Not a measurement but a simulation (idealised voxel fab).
Presented below is a process module, voxel tone inversion.
cross-section cut | 220 nm wide | cells 5 nm
In this document a cross-section is written as a grid of square cells. It is given as a series of bands, listed from the top down, and a band is one or more rows of cells. Heights first: top, then bottom, in nm. Then materials, left to right, each with a width in nm. "all across" on a single material: fills the band edge to edge. "air": empty space. Height reference: 0 = level under which incoming wafer is all one material. Lowest band: no bottom, runs on downward, e.g. "top 0, no bottom". When a width is written as two numbers, as in "30 to 40", the first number is the width in the top row of cells of the band and the second is the width in its bottom row, and the width changes by the same amount from each row to the next. A step reported as "nothing changed" is a step in which no cell of the cross-section changed. The label "Enclosed cavity list" introduces a list of the empty spaces, 8 cells or larger, that have no open way up to the top; each entry in it reads width x height at distance, where the distance is taken from the left edge and all three are stated in nm. Whatever follows a step's settings on its line is a remark the simulator itself makes about that step. overlay nm: step with mask; distance mask lay right of planned place; negative value = left of planned place.

# These are the steps we planned for the process
| 1 | RECEIVE, material Si |
| 2 | CONFORMAL_DEP, material SiN, thk nm 5 |
| 3 | DIRECTIONAL_DEP, material polySi, thk nm 20 |
| 4 | PATTERN, tone cover, mask id POSTS, material resist, width nm 15, pitch nm 45, thk nm 25, overlay nm 0 |
| 5 | DIRECTIONAL_ETCH, etch materials polySi, depth nm 20 |
| 6 | STRIP, etch materials resist |
| 7 | FILL_DEP, material lowk, thk nm 10 |
| 8 | CMP, height nm 25 |
| 9 | STRIP, etch materials polySi |

# Shown in cross-section is the wafer as received, that is, as it stands after step 1
    top 0, no bottom = Si all across
    Enclosed cavity list: none

# Run as planned - first of the two wafers cross-sectioned at the end of the module
    top 25, bottom 5 = lowk=35  air=15  lowk=30  air=15  lowk=30  air=15  lowk=30  air=15  lowk=35
    top 5, bottom 0 = SiN all across
    top 0, no bottom = Si all across
    Enclosed cavity list: none

# Cross-sectional image of the second wafer of the two following completion of the module. Starting state and process plan were the same as for the first wafer; one execution error occurred
    top 25, bottom 5 = lowk=30  air=15  lowk=30  air=15  lowk=30  air=15  lowk=30  air=15  lowk=40
    top 5, bottom 0 = SiN all across
    top 0, no bottom = Si all across
    Enclosed cavity list: none
Misprocessing identified: step 4: run off-plan, actual operation and settings PATTERN, tone cover, mask id POSTS, material resist, width nm 15, pitch nm 45, thk nm 25, overlay nm -5
Tallied in cells, the final second wafer holds each material in the same quantity as the first, although not at the same places.
